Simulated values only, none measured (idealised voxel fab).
process module | voxel tone inversion
cross-section cut | 190 nm wide | cells 5 nm
A cross-section is a grid of square cells, given in bands from the top down. A band is one or more rows of cells.
Each band's line starts with the height of the band's top and of its bottom, in nm. Then come its materials from left to right, each with its width in nm. One material with "throughout" fills the band from edge to edge. "air" is empty space.
Height 0 is the level under which the wafer as received is all one material. The lowest band goes on downwards, as in "0 down".
A width such as "30 to 40" changes by the same amount from each row of cells to the next, from the band's top row to its bottom row.
"no change" after a step means that no cell of the cross-section changed.
closed voids: empty space of 8 cells or more with no open way to the top, each as width x height at its distance from the left edge, in nm
after a step's settings: what the simulator itself notes on the step
overlay nm, on a step with a mask: how far to the right of its planned place the mask lay; to the left if negative
plan
1 op RECEIVE | material Si
2 op CONFORMAL_DEP | material SiN | thk nm 5
3 op DIRECTIONAL_DEP | material aC | thk nm 20
4 op PATTERN | tone cover | mask id POSTS | material resist | width nm 25 | pitch nm 50 | thk nm 30 | overlay nm 0
5 op DIRECTIONAL_ETCH | etch materials aC | depth nm 20
6 op STRIP | etch materials resist
7 op FILL_DEP | material lowk | thk nm 10
8 op CMP | height nm 25
9 op STRIP | etch materials aC
10 op CONFORMAL_DEP | material TiN | thk nm 5
11 op FILL_DEP | material W | thk nm 10
12 op CMP | height nm 25
13 op CONFORMAL_DEP | material SiCN | thk nm 5
as received, after step 1
  0 down: Si throughout
  closed voids: none
first wafer at the end, as planned
  30 to 25: SiCN throughout
  25 to 10: lowk 55 | TiN 5 | W 15 | TiN 5 | lowk 25 | TiN 5 | W 15 | TiN 5 | lowk 60
  10 to 5: lowk 55 | TiN 25 | lowk 25 | TiN 25 | lowk 60
  5 to 0: SiN throughout
  0 down: Si throughout
  closed voids: none
second wafer at the end: like start, like plan, one mistake
  20 to 15: SiCN throughout
  15 to 10: lowk 55 | TiN 5 | W 15 | TiN 5 | lowk 25 | TiN 5 | W 15 | TiN 5 | lowk 60
  10 to 5: lowk 55 | TiN 25 | lowk 25 | TiN 25 | lowk 60
  5 to 0: SiN throughout
  0 down: Si throughout
  closed voids: none
what went wrong: step 12 ran as: op CMP | height nm 15
at the end the second wafer has, in cells: 8 fewer of TiN | 12 fewer of W | 56 fewer of lowk
